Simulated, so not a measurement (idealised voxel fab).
Presented below is a process module, voxel capacitor over wiring.
Xsec cut, 255 nm wide, square cell size 5 nm.
Cross-sections here: square-cell grids, written as top-down lists of bands, a band being one or more rows of cells. Look at the band entry: it leads with the top's height and the bottom's height in nm. Then it lists the materials left to right, with a width in nm for each. The word "throughout" on a single material says that material fills the band edge to edge. The word "blank" is empty space. Height reference: 0 = level under which incoming wafer is all one material. Lowest band: no bottom, runs on downward, e.g. "from 0 down". A width such as "30->40" changes by the same amount from each row of cells to the next, from the band's top row to its bottom row. "nothing different", as given for a step, is the statement that not any cell of the cross-section underwent a change during that step. Heads up: "Enclosed void list" only lists the empty pockets with no open path to the top that are 8 cells or more, and it writes them as width x height at distance, distance from the left edge, in nm. Anything after a step's settings on that line? It's the simulator's own note about the step. overlay nm: on a step with a mask, how far right of its planned place the mask lay; negative means left.
Process steps - plan:
1 RECEIVE,material Si
2 CONFORMAL_DEP,material SiO2,thk nm 15
3 DIRECTIONAL_DEP,material TiN,thk nm 5
4 DIRECTIONAL_DEP,material W,thk nm 15
5 PATTERN,tone cover,mask id METAL_1,material resist,width nm 20,pitch nm 70,thk nm 15,overlay nm 0
6 DIRECTIONAL_ETCH,etch materials W,depth nm 15
7 DIRECTIONAL_ETCH,etch materials TiN,depth nm 5
8 STRIP,etch materials resist
9 CONFORMAL_DEP,material SiN,thk nm 5
10 FILL_DEP,material lowk,thk nm 10
11 CMP,height nm 35
12 CONFORMAL_DEP,material SiCN,thk nm 5
13 DIRECTIONAL_DEP,material lowk,thk nm 20
14 DIRECTIONAL_DEP,material aC,thk nm 10
15 PATTERN,tone open,mask id PLUG_1,material resist,width nm 15,thk nm 25,overlay nm 0
16 DIRECTIONAL_ETCH,etch materials aC,depth nm 10
17 STRIP,etch materials resist
18 DIRECTIONAL_ETCH,etch materials lowk,depth nm 20
19 DIRECTIONAL_ETCH,etch materials SiCN,depth nm 5
20 STRIP,etch materials aC
21 CONFORMAL_DEP,material TiN,thk nm 5
22 FILL_DEP,material Ru,thk nm 10
23 CMP,height nm 60
24 DIRECTIONAL_DEP,material TiN,thk nm 10
25 DIRECTIONAL_DEP,material SiN,thk nm 5
26 DIRECTIONAL_DEP,material TiN,thk nm 5
27 PATTERN,tone cover,mask id UPPER_PLATE,material resist,width nm 55,thk nm 20,overlay nm 0
28 DIRECTIONAL_ETCH,etch materials TiN,depth nm 5
29 DIRECTIONAL_ETCH,etch materials SiN,depth nm 5
30 STRIP,etch materials resist
31 MASKED_ETCH,tone cover,mask id LOWER_PLATE,width nm 65,etch materials TiN,depth nm 10,overlay nm 0
32 FILL_DEP,material SiO2,thk nm 15
33 CMP,height nm 90
34 DIRECTIONAL_DEP,material aC,thk nm 15
35 PATTERN,tone open,mask id PLUG_2,material resist,width nm 15,thk nm 30,overlay nm 0
36 DIRECTIONAL_ETCH,etch materials aC,depth nm 15
37 STRIP,etch materials resist
38 DIRECTIONAL_ETCH,etch materials SiO2,depth nm 10
39 STRIP,etch materials aC
40 CONFORMAL_DEP,material TiN,thk nm 5
41 FILL_DEP,material Ru,thk nm 5
42 CMP,height nm 90
43 CONFORMAL_DEP,material SiCN,thk nm 5
As received (post step 1): cross-section:
    from 0 down: Si throughout
    Enclosed void list: none
Post-module cross-section: identical start and plan to those above, one misstep in execution:
    from 95 to 90: SiCN throughout
    from 90 to 85: SiO2: 95, then TiN: 5, then Ru: 5, then TiN: 5, then SiO2: 145
    from 85 to 75: SiO2: 95->85, then TiN: 15->55, then SiO2: 145->115
    from 75 to 70: SiO2: 85, then SiN: 55, then SiO2: 115
    from 70 to 60: SiO2: 80, then TiN: 65, then SiO2: 110
    from 60 to 55: lowk: 85, then TiN: 5, then Ru: 5, then TiN: 5, then lowk: 155
    from 55 to 50: SiCN: 85, then TiN: 15, then SiCN: 155
    from 50 to 40: lowk throughout
    from 40 to 35: lowk: 75, then SiN: 30, then lowk: 40, then SiN: 30, then lowk: 80
    from 35 to 20: lowk: 75, then SiN: 5, then W: 20, then SiN: 5, then lowk: 40, then SiN: 5, then W: 20, then SiN: 5, then lowk: 80
    from 20 to 15: SiN: 80, then TiN: 20, then SiN: 50, then TiN: 20, then SiN: 85
    from 15 to 0: SiO2 throughout
    from 0 down: Si throughout
    Enclosed void list: none
What broke from the plan during processing? step 11 in the plan did not get run; it was skipped
